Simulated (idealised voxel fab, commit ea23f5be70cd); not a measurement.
The name of this process module is voxel gate over fins.
Cross-sectional view cut (width: 215 nm; square cell size: 5 nm).
Each cross-section below is a grid of square cells, stated as bands in top-down order, with one or more rows of cells making up each band. Basically the band line says how high the top is and how high the bottom is, in nm, and then what's in it from left to right, every material with its width in nm. Empty space shows up as "blank", and if a single material carries "all across" it runs the full band edge to edge. The level at which height equals 0 is the one under which the wafer, as it arrives, is entirely one material. No lower edge exists for the bottom band, which continues downward and is notated as in "0 and below". Width spec "30..40" -> top row of cells at first value, bottom row at second value, equal per-row change in between. "no alterations made", as given for a step, is the statement that not any cell of the cross-section underwent a change during that step. Entry "Encapsulated voids". Content: empty spaces with no open connection to the top, size 8 cells or greater. Each: width x height at distance. Distance: from left edge. Unit: nm. Anything after a step's settings on that line? It's the simulator's own note about the step. The "overlay nm" setting may appear on a step's line; for a step that uses a mask, it gives how far to the right of its planned position the mask lay, and a negative value indicates the left.

[These are the steps we planned for the process]
1 op RECEIVE | material Si
2 op CONFORMAL_DEP | material SiN | thk nm 10
3 op DIRECTIONAL_DEP | material aC | thk nm 10
4 op PATTERN | tone cover | mask id FINS | material resist | width nm 15 | pitch nm 45 | thk nm 25 | overlay nm 0
5 op DIRECTIONAL_ETCH | etch materials aC | depth nm 10
6 op STRIP | etch materials resist
7 op DIRECTIONAL_ETCH | etch materials SiN | depth nm 10
8 op DIRECTIONAL_ETCH | etch materials Si | depth nm 35
9 op STRIP | etch materials aC
10 op FILL_DEP | material SiO2 | thk nm 15
11 op CMP | height nm 10
12 op SELECTIVE_ETCH | etch materials SiO2 | depth nm 25
13 op STRIP | etch materials SiN
14 op CONFORMAL_DEP | material HfO2 | thk nm 5
15 op CONFORMAL_DEP | material TiN | thk nm 5
16 op FILL_DEP | material W | thk nm 10
17 op CMP | height nm 15
18 op CONFORMAL_DEP | material SiCN | thk nm 10

[The first of two wafers, run as planned]

[Wafer cross-section on receipt, i.e. after step 1]
	0 and below = Si all across
	Encapsulated voids: none

[Sectional view: wafer, after step 2]
	10 down to 0 = SiN all across
	Unchanged below 0.

[Sectional view: wafer, after step 3]
	20 down to 10 = aC all across
	Unchanged below 10.

[Sectional view: wafer, after step 4]
	45 down to 20 = 55 nm blank; 15 nm resist; 30 nm blank; 15 nm resist; 30 nm blank; 15 nm resist; 55 nm blank
	Unchanged below 20.

[Sectional view: wafer, after step 5]
	35 down to 20 = 55 nm blank; 15 nm resist; 30 nm blank; 15 nm resist; 30 nm blank; 15 nm resist; 55 nm blank
	20 down to 10 = 55 nm blank; 15 nm aC; 30 nm blank; 15 nm aC; 30 nm blank; 15 nm aC; 55 nm blank
	Unchanged below 10.

[Sectional view: wafer, after step 6]
	20 down to 10 = 55 nm blank; 15 nm aC; 30 nm blank; 15 nm aC; 30 nm blank; 15 nm aC; 55 nm blank
	Unchanged below 10.

[Sectional view: wafer, after step 7]
	20 down to 10 = 55 nm blank; 15 nm aC; 30 nm blank; 15 nm aC; 30 nm blank; 15 nm aC; 55 nm blank
	10 down to 0 = 55 nm blank; 15 nm SiN; 30 nm blank; 15 nm SiN; 30 nm blank; 15 nm SiN; 55 nm blank
	Unchanged below 0.

[Sectional view: wafer, after step 8]
	20 down to 10 = 55 nm blank; 15 nm aC; 30 nm blank; 15 nm aC; 30 nm blank; 15 nm aC; 55 nm blank
	10 down to 0 = 55 nm blank; 15 nm SiN; 30 nm blank; 15 nm SiN; 30 nm blank; 15 nm SiN; 55 nm blank
	0 down to -35 = 55 nm blank; 15 nm Si; 30 nm blank; 15 nm Si; 30 nm blank; 15 nm Si; 55 nm blank
	Unchanged below -35.

[Sectional view: wafer, after step 9]
	10 down to 0 = 55 nm blank; 15 nm SiN; 30 nm blank; 15 nm SiN; 30 nm blank; 15 nm SiN; 55 nm blank
	Unchanged below 0.

[Sectional view: wafer, after step 10]
	25 down to 10 = SiO2 all across
	10 down to 0 = 55 nm SiO2; 15 nm SiN; 30 nm SiO2; 15 nm SiN; 30 nm SiO2; 15 nm SiN; 55 nm SiO2
	0 down to -35 = 55 nm SiO2; 15 nm Si; 30 nm SiO2; 15 nm Si; 30 nm SiO2; 15 nm Si; 55 nm SiO2
	Unchanged below -35.

[Sectional view: wafer, after step 11]
	10 down to 0 = 55 nm SiO2; 15 nm SiN; 30 nm SiO2; 15 nm SiN; 30 nm SiO2; 15 nm SiN; 55 nm SiO2
	Unchanged below 0.

[Sectional view: wafer, after step 12]
	10 down to 0 = 55 nm blank; 15 nm SiN; 30 nm blank; 15 nm SiN; 30 nm blank; 15 nm SiN; 55 nm blank
	0 down to -15 = 55 nm blank; 15 nm Si; 30 nm blank; 15 nm Si; 30 nm blank; 15 nm Si; 55 nm blank
	Unchanged below -15.

[Sectional view: wafer, after step 13]
	0 down to -15 = 55 nm blank; 15 nm Si; 30 nm blank; 15 nm Si; 30 nm blank; 15 nm Si; 55 nm blank
	Unchanged below -15.

[Sectional view: wafer, after step 14]
	5 down to 0 = 50 nm blank; 25 nm HfO2; 20 nm blank; 25 nm HfO2; 20 nm blank; 25 nm HfO2; 50 nm blank
	0 down to -10 = 50 nm blank; 5 nm HfO2; 15 nm Si; 5 nm HfO2; 20 nm blank; 5 nm HfO2; 15 nm Si; 5 nm HfO2; 20 nm blank; 5 nm HfO2; 15 nm Si; 5 nm HfO2; 50 nm blank
	-10 down to -15 = 55 nm HfO2; 15 nm Si; 30 nm HfO2; 15 nm Si; 30 nm HfO2; 15 nm Si; 55 nm HfO2
	Unchanged below -15.

[Sectional view: wafer, after step 15]
	10 down to 5 = 45 nm blank; 35 nm TiN; 10 nm blank; 35 nm TiN; 10 nm blank; 35 nm TiN; 45 nm blank
	5 down to 0 = 45 nm blank; 5 nm TiN; 25 nm HfO2; 5 nm TiN; 10 nm blank; 5 nm TiN; 25 nm HfO2; 5 nm TiN; 10 nm blank; 5 nm TiN; 25 nm HfO2; 5 nm TiN; 45 nm blank
	0 down to -5 = 45 nm blank; 5 nm TiN; 5 nm HfO2; 15 nm Si; 5 nm HfO2; 5 nm TiN; 10 nm blank; 5 nm TiN; 5 nm HfO2; 15 nm Si; 5 nm HfO2; 5 nm TiN; 10 nm blank; 5 nm TiN; 5 nm HfO2; 15 nm Si; 5 nm HfO2; 5 nm TiN; 45 nm blank
	-5 down to -10 = 50 nm TiN; 5 nm HfO2; 15 nm Si; 5 nm HfO2; 20 nm TiN; 5 nm HfO2; 15 nm Si; 5 nm HfO2; 20 nm TiN; 5 nm HfO2; 15 nm Si; 5 nm HfO2; 50 nm TiN
	Unchanged below -10.

[Sectional view: wafer, after step 16]
	20 down to 10 = W all across
	10 down to 5 = 45 nm W; 35 nm TiN; 10 nm W; 35 nm TiN; 10 nm W; 35 nm TiN; 45 nm W
	5 down to 0 = 45 nm W; 5 nm TiN; 25 nm HfO2; 5 nm TiN; 10 nm W; 5 nm TiN; 25 nm HfO2; 5 nm TiN; 10 nm W; 5 nm TiN; 25 nm HfO2; 5 nm TiN; 45 nm W
	0 down to -5 = 45 nm W; 5 nm TiN; 5 nm HfO2; 15 nm Si; 5 nm HfO2; 5 nm TiN; 10 nm W; 5 nm TiN; 5 nm HfO2; 15 nm Si; 5 nm HfO2; 5 nm TiN; 10 nm W; 5 nm TiN; 5 nm HfO2; 15 nm Si; 5 nm HfO2; 5 nm TiN; 45 nm W
	Unchanged below -5.

[Sectional view: wafer, after step 17]
	15 down to 10 = W all across
	Unchanged below 10.

[Sectional view: wafer, after step 18]
	25 down to 15 = SiCN all across
	Unchanged below 15.

[The Second Wafer: Common Origin and Plan, One Mistake in Execution, Identical to the First Through Step 10]

Planned end of step 11: second wafer, cross-section: no alterations made

[Planned end of step 12: second wafer, cross-section]
	10 down to 0 = 55 nm blank; 15 nm SiN; 30 nm blank; 15 nm SiN; 30 nm blank; 15 nm SiN; 55 nm blank
	Unchanged below 0.

[Planned end of step 13: second wafer, cross-section]
	0 down to -35 = 55 nm SiO2; 15 nm Si; 30 nm SiO2; 15 nm Si; 30 nm SiO2; 15 nm Si; 55 nm SiO2
	Unchanged below -35.

[Planned end of step 14: second wafer, cross-section]
	5 down to 0 = HfO2 all across
	Unchanged below 0.

[Planned end of step 15: second wafer, cross-section]
	10 down to 5 = TiN all across
	Unchanged below 5.

[Planned end of step 16: second wafer, cross-section]
	20 down to 10 = W all across
	Unchanged below 10.

[Planned end of step 17: second wafer, cross-section]
	15 down to 10 = W all across
	Unchanged below 10.

[Planned end of step 18: second wafer, cross-section]
	25 down to 15 = SiCN all across
	Unchanged below 15.
Nonconformance to the process plan: step 11 was dropped from the plan's execution and never run
The final cell counts differ between the wafers, with the second having more or fewer of some materials than the first: HfO2: 18 fewer; SiO2: 102 more; TiN: 18 fewer; W: 66 fewer
